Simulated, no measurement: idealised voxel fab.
process module | voxel capacitor over wiring
cross-section cut | 255 nm wide | cells 5 nm
A cross-section is a grid of square cells, given in bands from the top down. A band is one or more rows of cells.
Each band's line starts with the height of the band's top and of its bottom, in nm. Then come its materials from left to right, each with its width in nm. One material with "throughout" fills the band from edge to edge. "air" is empty space.
Height 0 is the level under which the wafer as received is all one material. The lowest band goes on downwards, as in "0 down".
A width such as "30 to 40" changes by the same amount from each row of cells to the next, from the band's top row to its bottom row.
"no change" after a step means that no cell of the cross-section changed.
closed voids: empty space of 8 cells or more with no open way to the top, each as width x height at its distance from the left edge, in nm
after a step's settings: what the simulator itself notes on the step
overlay nm, on a step with a mask: how far to the right of its planned place the mask lay; to the left if negative
plan
1 op RECEIVE | material Si
2 op CONFORMAL_DEP | material SiO2 | thk nm 15
3 op CONFORMAL_DEP | material SiCN | thk nm 5
4 op DIRECTIONAL_DEP | material lowk | thk nm 15
5 op PATTERN | tone open | mask id METAL_1 | material resist | width nm 25 | pitch nm 90 | thk nm 15 | overlay nm 0
6 op DIRECTIONAL_ETCH | etch materials lowk | depth nm 15
7 op DIRECTIONAL_ETCH | etch materials SiCN | depth nm 5
8 op STRIP | etch materials resist
9 op CONFORMAL_DEP | material TiN | thk nm 5
10 op FILL_DEP | material Cu | thk nm 5
11 op CMP | height nm 35
12 op EPI | material Ru | thk nm 5
13 op FILL_DEP | material SiCN | thk nm 5
14 op DIRECTIONAL_DEP | material lowk | thk nm 15
15 op DIRECTIONAL_DEP | material aC | thk nm 10
16 op PATTERN | tone open | mask id PLUG_1 | material resist | width nm 15 | thk nm 25 | overlay nm -15
17 op DIRECTIONAL_ETCH | etch materials aC | depth nm 10
18 op STRIP | etch materials resist
19 op DIRECTIONAL_ETCH | etch materials lowk | depth nm 15
20 op DIRECTIONAL_ETCH | etch materials SiCN | depth nm 5
21 op STRIP | etch materials aC
22 op EPI | material Ru | thk nm 10
23 op EPI | material Ru | thk nm 10
24 op DIRECTIONAL_DEP | material TiN | thk nm 5
25 op DIRECTIONAL_DEP | material SiN | thk nm 5
26 op DIRECTIONAL_DEP | material TiN | thk nm 10
27 op MASKED_ETCH | tone cover | mask id UPPER_PLATE | width nm 70 | etch materials TiN | depth nm 10 | overlay nm 0
28 op MASKED_ETCH | tone cover | mask id UPPER_PLATE | width nm 70 | etch materials SiN | depth nm 5 | overlay nm 0
29 op PATTERN | tone cover | mask id LOWER_PLATE | material resist | width nm 80 | thk nm 15 | overlay nm 0
30 op DIRECTIONAL_ETCH | etch materials TiN | depth nm 5
31 op STRIP | etch materials resist
32 op FILL_DEP | material SiO2 | thk nm 15
33 op CMP | height nm 90
34 op PATTERN | tone open | mask id PLUG_2 | material resist | width nm 15 | thk nm 15 | overlay nm 0
35 op DIRECTIONAL_ETCH | etch materials SiO2 | depth nm 10
36 op STRIP | etch materials resist
37 op CONFORMAL_DEP | material TiN | thk nm 5
38 op FILL_DEP | material W | thk nm 5
39 op CMP | height nm 90
40 op CONFORMAL_DEP | material SiN | thk nm 5
varied across the wafers: overlay nm of step 16. The plan shows the first wafer's value. All wafers start alike
first wafer as received, after step 1
  0 down: Si throughout
  closed voids: none
first wafer at the end, after step 40
  95 to 90: SiN throughout
  90 to 85: SiO2 90 | TiN 5 | W 5 | TiN 5 | SiO2 150
  85 to 80: SiO2 90 | TiN 15 | SiO2 150
  80 to 70: SiO2 80 | TiN 70 | SiO2 105
  70 to 65: SiO2 80 | SiN 70 | SiO2 105
  65 to 60: SiO2 75 | TiN 80 | SiO2 100
  60 to 45: lowk 65 | Ru 15 | lowk 175
  45 to 40: SiCN 65 | Ru 15 | SiCN 175
  40 to 35: SiCN 65 | Ru 35 | SiCN 55 | Ru 35 | SiCN 65
  35 to 20: lowk 70 | TiN 5 | Cu 15 | TiN 5 | lowk 65 | TiN 5 | Cu 15 | TiN 5 | lowk 70
  20 to 15: SiCN 70 | TiN 25 | SiCN 65 | TiN 25 | SiCN 70
  15 to 0: SiO2 throughout
  0 down: Si throughout
  closed voids: none
last wafer at the end
  95 to 90: SiN throughout
  90 to 85: SiO2 90 | TiN 5 | W 5 | TiN 5 | SiO2 150
  85 to 80: SiO2 90 | TiN 15 | SiO2 150
  80 to 70: SiO2 80 | TiN 70 | SiO2 105
  70 to 65: SiO2 80 | SiN 70 | SiO2 105
  65 to 60: SiO2 75 | TiN 80 | SiO2 100
  60 to 45: lowk 95 | Ru 15 | lowk 145
  45 to 40: SiCN 95 | Ru 15 | SiCN 145
  40 to 35: SiCN 65 | Ru 35 | SiCN 55 | Ru 35 | SiCN 65
  35 to 20: lowk 70 | TiN 5 | Cu 15 | TiN 5 | lowk 65 | TiN 5 | Cu 15 | TiN 5 | lowk 70
  20 to 15: SiCN 70 | TiN 25 | SiCN 65 | TiN 25 | SiCN 70
  15 to 0: SiO2 throughout
  0 down: Si throughout
  closed voids: none
each wafer at the end: cells of each material gained (+) or lost (-) since it was received, then its closed voids
overlay nm -15 | +18 Cu | +26 Ru | +126 SiCN | +65 SiN | +395 SiO2 | +71 TiN | +1 W | +267 lowk | closed voids: none
overlay nm -10 | +18 Cu | +26 Ru | +126 SiCN | +65 SiN | +395 SiO2 | +71 TiN | +1 W | +267 lowk | closed voids: none
overlay nm -5 | +18 Cu | +26 Ru | +126 SiCN | +65 SiN | +395 SiO2 | +71 TiN | +1 W | +267 lowk | closed voids: none
overlay nm 0 | +18 Cu | +26 Ru | +126 SiCN | +65 SiN | +395 SiO2 | +71 TiN | +1 W | +267 lowk | closed voids: none
overlay nm 5 | +18 Cu | +26 Ru | +126 SiCN | +65 SiN | +395 SiO2 | +71 TiN | +1 W | +267 lowk | closed voids: none
overlay nm 10 | +18 Cu | +26 Ru | +126 SiCN | +65 SiN | +395 SiO2 | +71 TiN | +1 W | +267 lowk | closed voids: none
overlay nm 15 | +18 Cu | +26 Ru | +126 SiCN | +65 SiN | +395 SiO2 | +71 TiN | +1 W | +267 lowk | closed voids: none
